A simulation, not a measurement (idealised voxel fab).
process module | voxel capacitor over wiring
cross-section cut | 240 nm wide | cells 5 nm
A cross-section is a grid of square cells, given in bands from the top down. A band is one or more rows of cells.
Each band's line starts with the height of the band's top and of its bottom, in nm. Then come its materials from left to right, each with its width in nm. One material with "throughout" fills the band from edge to edge. "air" is empty space.
Height 0 is the level under which the wafer as received is all one material. The lowest band goes on downwards, as in "0 down".
A width such as "30 to 40" changes by the same amount from each row of cells to the next, from the band's top row to its bottom row.
"no change" after a step means that no cell of the cross-section changed.
closed voids: empty space of 8 cells or more with no open way to the top, each as width x height at its distance from the left edge, in nm
after a step's settings: what the simulator itself notes on the step
overlay nm, on a step with a mask: how far to the right of its planned place the mask lay; to the left if negative
plan
1 op RECEIVE | material Si
2 op CONFORMAL_DEP | material SiO2 | thk nm 15
3 op CONFORMAL_DEP | material SiCN | thk nm 5
4 op DIRECTIONAL_DEP | material SiO2 | thk nm 15
5 op PATTERN | tone open | mask id METAL_1 | material resist | width nm 25 | pitch nm 85 | thk nm 15 | overlay nm 0
6 op DIRECTIONAL_ETCH | etch materials SiO2 | depth nm 15
7 op DIRECTIONAL_ETCH | etch materials SiCN | depth nm 5
8 op STRIP | etch materials resist
9 op CONFORMAL_DEP | material TiN | thk nm 5
10 op FILL_DEP | material Ru | thk nm 10
11 op CMP | height nm 35
12 op CONFORMAL_DEP | material SiCN | thk nm 5
13 op DIRECTIONAL_DEP | material lowk | thk nm 10
14 op PATTERN | tone open | mask id PLUG_1 | material resist | width nm 15 | thk nm 20 | overlay nm 0
15 op DIRECTIONAL_ETCH | etch materials lowk | depth nm 10
16 op DIRECTIONAL_ETCH | etch materials SiCN | depth nm 5
17 op STRIP | etch materials resist
18 op EPI | material Ru | thk nm 10
19 op EPI | material Ru | thk nm 5
20 op DIRECTIONAL_DEP | material TiN | thk nm 5
21 op DIRECTIONAL_DEP | material Al2O3 | thk nm 5
22 op DIRECTIONAL_DEP | material TiN | thk nm 5
23 op DIRECTIONAL_DEP | material aC | thk nm 15
24 op PATTERN | tone cover | mask id UPPER_PLATE | material resist | width nm 65 | thk nm 30 | overlay nm 0
25 op DIRECTIONAL_ETCH | etch materials aC | depth nm 15
26 op STRIP | etch materials resist
27 op DIRECTIONAL_ETCH | etch materials TiN | depth nm 5
28 op DIRECTIONAL_ETCH | etch materials Al2O3 | depth nm 5
29 op STRIP | etch materials aC
30 op PATTERN | tone cover | mask id LOWER_PLATE | material resist | width nm 75 | thk nm 20 | overlay nm 0
31 op DIRECTIONAL_ETCH | etch materials TiN | depth nm 5
32 op STRIP | etch materials resist
33 op FILL_DEP | material SiO2 | thk nm 15
34 op CMP | height nm 75
35 op DIRECTIONAL_DEP | material aC | thk nm 15
36 op PATTERN | tone open | mask id PLUG_2 | material resist | width nm 15 | thk nm 35 | overlay nm 0
37 op DIRECTIONAL_ETCH | etch materials aC | depth nm 15
38 op STRIP | etch materials resist
39 op DIRECTIONAL_ETCH | etch materials SiO2 | depth nm 10
40 op STRIP | etch materials aC
41 op CONFORMAL_DEP | material TiN | thk nm 5
42 op FILL_DEP | material W | thk nm 5
43 op CMP | height nm 75
44 op CONFORMAL_DEP | material SiCN | thk nm 5
as received, after step 1
  0 down: Si throughout
  closed voids: none
a wafer at the end: this start, this plan, one mistake
  80 to 75: SiCN throughout
  75 to 65: SiO2 85 to 75 | TiN 15 to 65 | SiO2 140 to 100
  65 to 60: SiO2 75 | Al2O3 65 | SiO2 100
  60 to 55: SiO2 70 | TiN 75 | SiO2 95
  55 to 45: lowk 75 | Ru 15 | lowk 150
  45 to 40: SiCN 75 | Ru 15 | SiCN 150
  40 to 35: TiN 70 | Ru 15 | TiN 70 | Ru 15 | TiN 70
  35 to 20: SiO2 65 | TiN 5 | Ru 15 | TiN 5 | SiO2 60 | TiN 5 | Ru 15 | TiN 5 | SiO2 65
  20 to 15: SiCN 65 | TiN 25 | SiCN 60 | TiN 25 | SiCN 65
  15 to 0: SiO2 throughout
  0 down: Si throughout
  closed voids: none
what went wrong: step 11 ran as: op CMP | height nm 40
